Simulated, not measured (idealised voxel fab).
process module | voxel self aligned vias
cross-section cut | 300 nm wide | cells 5 nm
A cross-section is a grid of square cells, given in bands from the top down. A band is one or more rows of cells.
Each band's line starts with the height of the band's top and of its bottom, in nm. Then come its materials from left to right, each with its width in nm. One material with "throughout" fills the band from edge to edge. "air" is empty space.
Height 0 is the level under which the wafer as received is all one material. The lowest band goes on downwards, as in "0 down".
A width such as "30 to 40" changes by the same amount from each row of cells to the next, from the band's top row to its bottom row.
"no change" after a step means that no cell of the cross-section changed.
closed voids: empty space of 8 cells or more with no open way to the top, each as width x height at its distance from the left edge, in nm
after a step's settings: what the simulator itself notes on the step
overlay nm, on a step with a mask: how far to the right of its planned place the mask lay; to the left if negative
plan
1 op RECEIVE | material Si
2 op CONFORMAL_DEP | material SiO2 | thk nm 15
3 op CONFORMAL_DEP | material SiCN | thk nm 5
4 op DIRECTIONAL_DEP | material SiO2 | thk nm 30
5 op MASKED_ETCH | tone open | mask id LINES | width nm 30 | pitch nm 55 | etch materials SiO2 | depth nm 30 | overlay nm 0
6 op CONFORMAL_DEP | material TiN | thk nm 5
7 op FILL_DEP | material Ru | thk nm 10
8 op CMP | height nm 50
9 op SELECTIVE_ETCH | etch materials W Ru TiN | depth nm 10
10 op FILL_DEP | material SiN | thk nm 5
11 op CMP | height nm 50
12 op DIRECTIONAL_DEP | material SiO2 | thk nm 15
13 op PATTERN | tone open | mask id VIAS | material resist | width nm 40 | pitch nm 110 | thk nm 20 | overlay nm 0
14 op DIRECTIONAL_ETCH | etch materials SiO2 | depth nm 15
15 op DIRECTIONAL_ETCH | etch materials SiN | depth nm 10
16 op STRIP | etch materials resist
17 op CONFORMAL_DEP | material TiN | thk nm 5
18 op FILL_DEP | material Cu | thk nm 5
19 op CMP | height nm 65
20 op CONFORMAL_DEP | material SiN | thk nm 5
as received, after step 1
  0 down: Si throughout
  closed voids: none
a wafer at the end: this start, this plan, one mistake
  70 to 65: SiN throughout
  65 to 50: SiO2 75 | TiN 5 | Cu 30 | TiN 5 | SiO2 70 | TiN 5 | Cu 30 | TiN 5 | SiO2 75
  50 to 45: SiN 75 | TiN 10 | Cu 20 | TiN 10 | SiN 70 | TiN 10 | Cu 20 | TiN 10 | SiN 75
  45 to 40: SiO2 80 | TiN 30 | SiO2 25 | SiN 30 | SiO2 25 | TiN 30 | SiO2 80
  40 to 20: SiO2 80 | TiN 5 | Ru 20 | TiN 5 | SiO2 25 | TiN 5 | Ru 20 | TiN 5 | SiO2 25 | TiN 5 | Ru 20 | TiN 5 | SiO2 80
  20 to 15: SiO2 80 | TiN 30 | SiO2 25 | TiN 30 | SiO2 25 | TiN 30 | SiO2 80
  15 to 0: SiO2 throughout
  0 down: Si throughout
  closed voids: none
what went wrong: step 3 was left out
